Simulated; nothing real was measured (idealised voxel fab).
process module | voxel ribs on slabs
cross-section cut | 190 nm wide | cells 5 nm
A cross-section is a grid of square cells, given in bands from the top down. A band is one or more rows of cells.
Each band's line starts with the height of the band's top and of its bottom, in nm. Then come its materials from left to right, each with its width in nm. One material with "throughout" fills the band from edge to edge. "air" is empty space.
Height 0 is the level under which the wafer as received is all one material. The lowest band goes on downwards, as in "0 down".
A width such as "30 to 40" changes by the same amount from each row of cells to the next, from the band's top row to its bottom row.
"no change" after a step means that no cell of the cross-section changed.
closed voids: empty space of 8 cells or more with no open way to the top, each as width x height at its distance from the left edge, in nm
after a step's settings: what the simulator itself notes on the step
overlay nm, on a step with a mask: how far to the right of its planned place the mask lay; to the left if negative
plan
1 op RECEIVE | material Si
2 op DIRECTIONAL_DEP | material SiO2 | thk nm 30
3 op DIRECTIONAL_DEP | material polySi | thk nm 20
4 op DIRECTIONAL_DEP | material aC | thk nm 10
5 op PATTERN | tone cover | mask id RIB | material resist | width nm 30 | thk nm 30 | overlay nm 0
6 op DIRECTIONAL_ETCH | etch materials aC | depth nm 10
7 op STRIP | etch materials resist
8 op DIRECTIONAL_ETCH | etch materials polySi | depth nm 5
9 op STRIP | etch materials aC
10 op DIRECTIONAL_DEP | material aC | thk nm 10
11 op PATTERN | tone cover | mask id SLAB | material resist | width nm 80 | thk nm 25 | overlay nm 0
12 op DIRECTIONAL_ETCH | etch materials aC | depth nm 10
13 op STRIP | etch materials resist
14 op DIRECTIONAL_ETCH | etch materials polySi | depth nm 15
15 op STRIP | etch materials aC
16 op FILL_DEP | material SiO2 | thk nm 30
17 op CMP | height nm 70
18 op DIRECTIONAL_DEP | material TiN | thk nm 5
19 op PATTERN | tone cover | mask id HEATER | material resist | width nm 40 | thk nm 20 | overlay nm 0
20 op DIRECTIONAL_ETCH | etch materials TiN | depth nm 5
21 op STRIP | etch materials resist
22 op CONFORMAL_DEP | material SiO2 | thk nm 10
first wafer, as planned
as received, after step 1
  0 down: Si throughout
  closed voids: none
after step 2
  30 to 0: SiO2 throughout
  below 0: unchanged
after step 3
  50 to 30: polySi throughout
  below 30: unchanged
after step 4
  60 to 50: aC throughout
  below 50: unchanged
after step 5
  90 to 60: air 80 | resist 30 | air 80
  below 60: unchanged
after step 6
  80 to 60: air 80 | resist 30 | air 80
  60 to 50: air 80 | aC 30 | air 80
  below 50: unchanged
after step 7
  60 to 50: air 80 | aC 30 | air 80
  below 50: unchanged
after step 8
  60 to 50: air 80 | aC 30 | air 80
  50 to 45: air 80 | polySi 30 | air 80
  below 45: unchanged
after step 9
  50 to 45: air 80 | polySi 30 | air 80
  below 45: unchanged
after step 10
  60 to 55: air 80 | aC 30 | air 80
  55 to 50: aC throughout
  50 to 45: aC 80 | polySi 30 | aC 80
  below 45: unchanged
after step 11
  85 to 60: air 55 | resist 80 | air 55
  60 to 55: air 55 | resist 25 | aC 30 | resist 25 | air 55
  below 55: unchanged
after step 12
  75 to 60: air 55 | resist 80 | air 55
  60 to 55: air 55 | resist 25 | aC 30 | resist 25 | air 55
  55 to 50: air 55 | aC 80 | air 55
  50 to 45: air 55 | aC 25 | polySi 30 | aC 25 | air 55
  below 45: unchanged
after step 13
  60 to 50: air 80 to 55 | aC 30 to 80 | air 80 to 55
  below 50: unchanged
after step 14
  60 to 50: air 80 to 55 | aC 30 to 80 | air 80 to 55
  50 to 45: air 55 | aC 25 | polySi 30 | aC 25 | air 55
  45 to 30: air 55 | polySi 80 | air 55
  below 30: unchanged
after step 15
  50 to 45: air 80 | polySi 30 | air 80
  below 45: unchanged
after step 16
  80 to 50: SiO2 throughout
  50 to 45: SiO2 80 | polySi 30 | SiO2 80
  45 to 30: SiO2 55 | polySi 80 | SiO2 55
  below 30: unchanged
after step 17
  70 to 50: SiO2 throughout
  below 50: unchanged
after step 18
  75 to 70: TiN throughout
  below 70: unchanged
after step 19
  95 to 75: air 75 | resist 40 | air 75
  below 75: unchanged
after step 20
  95 to 75: air 75 | resist 40 | air 75
  75 to 70: air 75 | TiN 40 | air 75
  below 70: unchanged
after step 21
  75 to 70: air 75 | TiN 40 | air 75
  below 70: unchanged
after step 22
  85 to 80: air 65 | SiO2 60 | air 65
  80 to 75: SiO2 throughout
  75 to 70: SiO2 75 | TiN 40 | SiO2 75
  below 70: unchanged
second wafer: like start, like plan, one mistake. Through step 2 it matches the first wafer
when step 3 should have ended
  50 to 30: TiN throughout
  below 30: unchanged
when step 4 should have ended
  60 to 50: aC throughout
  below 50: unchanged
when step 5 should have ended
  90 to 60: air 80 | resist 30 | air 80
  below 60: unchanged
when step 6 should have ended
  80 to 60: air 80 | resist 30 | air 80
  60 to 50: air 80 | aC 30 | air 80
  below 50: unchanged
when step 7 should have ended
  60 to 50: air 80 | aC 30 | air 80
  below 50: unchanged
when step 8 should have ended: no change
when step 9 should have ended
  50 to 30: TiN throughout
  below 30: unchanged
when step 10 should have ended
  60 to 50: aC throughout
  below 50: unchanged
when step 11 should have ended
  85 to 60: air 55 | resist 80 | air 55
  below 60: unchanged
when step 12 should have ended
  75 to 60: air 55 | resist 80 | air 55
  60 to 50: air 55 | aC 80 | air 55
  below 50: unchanged
when step 13 should have ended
  60 to 50: air 55 | aC 80 | air 55
  below 50: unchanged
when step 14 should have ended: no change
when step 15 should have ended
  50 to 30: TiN throughout
  below 30: unchanged
when step 16 should have ended
  80 to 50: SiO2 throughout
  below 50: unchanged
when step 17 should have ended
  70 to 50: SiO2 throughout
  below 50: unchanged
when step 18 should have ended
  75 to 70: TiN throughout
  below 70: unchanged
when step 19 should have ended
  95 to 75: air 75 | resist 40 | air 75
  below 75: unchanged
when step 20 should have ended
  95 to 75: air 75 | resist 40 | air 75
  75 to 70: air 75 | TiN 40 | air 75
  below 70: unchanged
when step 21 should have ended
  75 to 70: air 75 | TiN 40 | air 75
  below 70: unchanged
when step 22 should have ended
  85 to 80: air 65 | SiO2 60 | air 65
  80 to 75: SiO2 throughout
  75 to 70: SiO2 75 | TiN 40 | SiO2 75
  below 70: unchanged
what went wrong: step 3 ran as: op DIRECTIONAL_DEP | material TiN | thk nm 20
at the end the second wafer has, in cells: 98 fewer of SiO2 | 152 more of TiN | 54 fewer of polySi
